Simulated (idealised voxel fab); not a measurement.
The process module that follows is named voxel capacitor over wiring.
Section cut is 210 nm wide and gridded with 5 nm square cells.
Cross-section format: a grid of square cells, given as bands from top to bottom; each band is one or more rows of cells.
It is stipulated that each band's entry specify, in nanometres, the height of the top of the band and then that of its bottom, followed by the materials of the band in left-to-right sequence, each together with its width in nanometres. A single material marked by the word "full width" is understood to fill the band from edge to edge; the word "blank" is understood to denote empty space.
Heights are reckoned from 0. Under this level, the received wafer is all of one material. The bottommost band is open-ended downward, for example "z 0 and below".
Width "30 to 40": first value at the band's top row of cells, second value at its bottom row, equal change from row to row.
Reading "nothing different" for a step: not a cell of the cross-section changed in it.
"Unvented cavities" contains a list of empty spaces, each no smaller than 8 cells and without an open way to the top, written in the form width x height at distance with the distance from the left edge and all three in nm.
Text after the settings on a step's line: the simulator's own remark on that step.
What "overlay nm" on a step's line means: if the step has a mask, that mask lay this far to the right of its planned place, or, when the value is negative, to the left.
[plan]
1. RECEIVE (material Si)
2. CONFORMAL_DEP (material SiO2; thk nm 15)
3. DIRECTIONAL_DEP (material TiN; thk nm 5)
4. DIRECTIONAL_DEP (material W; thk nm 20)
5. PATTERN (tone cover; mask id METAL_1; material resist; width nm 25; pitch nm 85; thk nm 15; overlay nm 0)
6. DIRECTIONAL_ETCH (etch materials W; depth nm 20)
7. DIRECTIONAL_ETCH (etch materials TiN; depth nm 5)
8. STRIP (etch materials resist)
9. CONFORMAL_DEP (material SiN; thk nm 5)
10. FILL_DEP (material lowk; thk nm 5)
11. CMP (height nm 40)
12. CONFORMAL_DEP (material SiCN; thk nm 5)
13. DIRECTIONAL_DEP (material lowk; thk nm 15)
14. DIRECTIONAL_DEP (material aC; thk nm 15)
15. PATTERN (tone open; mask id PLUG_1; material resist; width nm 15; thk nm 30; overlay nm 0)
16. DIRECTIONAL_ETCH (etch materials aC; depth nm 15)
17. STRIP (etch materials resist)
18. DIRECTIONAL_ETCH (etch materials lowk; depth nm 15)
19. DIRECTIONAL_ETCH (etch materials SiCN; depth nm 5)
20. STRIP (etch materials aC)
21. EPI (material Ru; thk nm 10)
22. EPI (material Ru; thk nm 10)
23. DIRECTIONAL_DEP (material TiN; thk nm 10)
24. DIRECTIONAL_DEP (material SiN; thk nm 5)
25. DIRECTIONAL_DEP (material TiN; thk nm 5)
26. PATTERN (tone cover; mask id UPPER_PLATE; material resist; width nm 65; thk nm 15; overlay nm 0)
27. DIRECTIONAL_ETCH (etch materials TiN; depth nm 5)
28. DIRECTIONAL_ETCH (etch materials SiN; depth nm 5)
29. STRIP (etch materials resist)
30. PATTERN (tone cover; mask id LOWER_PLATE; material resist; width nm 75; thk nm 20; overlay nm 0)
31. DIRECTIONAL_ETCH (etch materials TiN; depth nm 10)
32. STRIP (etch materials resist)
33. FILL_DEP (material SiO2; thk nm 15)
34. CMP (height nm 90)
35. DIRECTIONAL_DEP (material aC; thk nm 10)
36. PATTERN (tone open; mask id PLUG_2; material resist; width nm 15; thk nm 30; overlay nm 0)
37. DIRECTIONAL_ETCH (etch materials aC; depth nm 10)
38. STRIP (etch materials resist)
39. DIRECTIONAL_ETCH (etch materials SiO2; depth nm 10)
40. STRIP (etch materials aC)
41. CONFORMAL_DEP (material TiN; thk nm 5)
42. FILL_DEP (material Ru; thk nm 10)
43. CMP (height nm 90)
44. CONFORMAL_DEP (material SiCN; thk nm 5)
[Cross-section of the wafer as it came to us, i.e., already through step 1]
z 0 and below = Si full width
Unvented cavities: none
[Final cross-section, module run with one mistake (start and plan as above)]
z 95 to 90 = SiCN full width
z 90 to 85 = 70 of SiO2; 5 of TiN; 5 of Ru; 5 of TiN; 125 of SiO2
z 85 to 75 = 70 to 75 of SiO2; 15 to 50 of TiN; 125 to 85 of SiO2
z 75 to 70 = 75 of SiO2; 50 of SiN; 85 of SiO2
z 70 to 60 = 55 of SiO2; 5 of TiN; 15 of SiO2; 55 of TiN; 80 of SiO2
z 60 to 55 = 60 of lowk; 15 of TiN; 135 of lowk
z 55 to 50 = 60 of lowk; 15 of SiN; 135 of lowk
z 50 to 45 = 60 of lowk; 15 of TiN; 135 of lowk
z 45 to 40 = 60 of SiCN; 15 of TiN; 135 of SiCN
z 40 to 20 = 50 of W; 5 of SiN; 15 of lowk; 5 of SiN; 60 of W; 5 of SiN; 15 of lowk; 5 of SiN; 50 of W
z 20 to 15 = 50 of TiN; 25 of SiN; 60 of TiN; 25 of SiN; 50 of TiN
z 15 to 0 = SiO2 full width
z 0 and below = Si full width
Unvented cavities: none
What was the processing mistake? heads up, step 5 didn't go per plan, it actually ran as PATTERN (tone open; mask id METAL_1; material resist; width nm 25; pitch nm 85; thk nm 15; overlay nm 0)
